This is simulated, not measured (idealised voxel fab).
The process module that follows is named voxel gate over fins.
Cross-sectional view cut (width: 245 nm; square cell size: 5 nm).
This document writes a cross-section as a grid whose cells are square, and gives it as bands, listed from the top down; one or more rows of cells form a band. Heads up on the band format: heights come first, top then bottom, in nm. After that it's the materials left to right, each with its width in nm. A single material flagged "everywhere" fills the whole band edge to edge, and "air" means there's empty space there. Heights are reckoned from 0. Under this level, the received wafer is all of one material. The bottommost band is open-ended downward, for example "0 down". A width given as "30 to 40" starts at the first number in the band's top row and ends at the second number in its bottom row, shifting by an equal amount at every step from row to row. Where a step carries "nothing changed", the cross-section came out of it unchanged, cell for cell. So "Fully sealed voids" is basically the list of trapped voids: any empty space of 8 cells or more that can't reach the top through an opening. They're written width x height at distance, the distance being from the left edge, and it's all nm. Read whatever lies past the settings on a step's line as the simulator's own remark about the step. "overlay nm" denotes, for a step that has a mask, the displacement of the mask to the right of its planned place, with negative values corresponding to the left.

These are the steps we planned for the process
step 1: RECEIVE [material Si]
step 2: CONFORMAL_DEP [material SiN] [thk nm 5]
step 3: PATTERN [tone cover] [mask id FINS] [material resist] [width nm 15] [pitch nm 35] [thk nm 15] [overlay nm 0]
step 4: DIRECTIONAL_ETCH [etch materials SiN] [depth nm 5]
step 5: DIRECTIONAL_ETCH [etch materials Si] [depth nm 40]
step 6: STRIP [etch materials resist]
step 7: FILL_DEP [material SiO2] [thk nm 10]
step 8: CMP [height nm 5]
step 9: SELECTIVE_ETCH [etch materials SiO2] [depth nm 15]
step 10: STRIP [etch materials SiN]
step 11: CONFORMAL_DEP [material HfO2] [thk nm 5]
step 12: CONFORMAL_DEP [material TiN] [thk nm 5]
step 13: FILL_DEP [material W] [thk nm 15]
step 14: CMP [height nm 20]
step 15: CONFORMAL_DEP [material SiCN] [thk nm 5]

Wafer as received: cross-section following step 1
- 0 down  Si everywhere
- Fully sealed voids: none

Cross-section taken at module completion on the first of two wafers; processed per the plan
- 25 to 20  SiCN everywhere
- 20 to 10  W everywhere
- 10 to 5  W 50, then TiN 140, then W 55
- 5 to 0  W 50, then TiN 5, then HfO2 25, then TiN 10, then HfO2 25, then TiN 10, then HfO2 25, then TiN 10, then HfO2 25, then TiN 5, then W 55
- 0 to -5  TiN 55, then HfO2 5, then Si 15, then HfO2 5, then TiN 10, then HfO2 5, then Si 15, then HfO2 5, then TiN 10, then HfO2 5, then Si 15, then HfO2 5, then TiN 10, then HfO2 5, then Si 15, then HfO2 5, then TiN 60
- -5 to -10  HfO2 60, then Si 15, then HfO2 20, then Si 15, then HfO2 20, then Si 15, then HfO2 20, then Si 15, then HfO2 65
- -10 to -40  SiO2 60, then Si 15, then SiO2 20, then Si 15, then SiO2 20, then Si 15, then SiO2 20, then Si 15, then SiO2 65
- -40 down  Si everywhere
- Fully sealed voids: none

Presented here is a cross-section of the second of the two wafers as it stood at the end of the module. It was started in the same manner and assigned the same plan as the first wafer; however, one mistake was made in its execution
- 25 to 20  SiCN everywhere
- 20 to 5  W everywhere
- 5 to 0  W 55, then TiN 25, then W 10, then TiN 25, then W 10, then TiN 25, then W 10, then TiN 25, then W 60
- 0 to -5  W 55, then TiN 5, then Si 15, then TiN 5, then W 10, then TiN 5, then Si 15, then TiN 5, then W 10, then TiN 5, then Si 15, then TiN 5, then W 10, then TiN 5, then Si 15, then TiN 5, then W 60
- -5 to -10  TiN 60, then Si 15, then TiN 20, then Si 15, then TiN 20, then Si 15, then TiN 20, then Si 15, then TiN 65
- -10 to -40  SiO2 60, then Si 15, then SiO2 20, then Si 15, then SiO2 20, then Si 15, then SiO2 20, then Si 15, then SiO2 65
- -40 down  Si everywhere
- Fully sealed voids: none
Error vs. plan: step 11 was dropped from the plan's execution and never run
Once processing is complete, comparing cell counts shows that the second wafer has more or fewer of certain materials than the first: 65 fewer of HfO2, 65 more of W
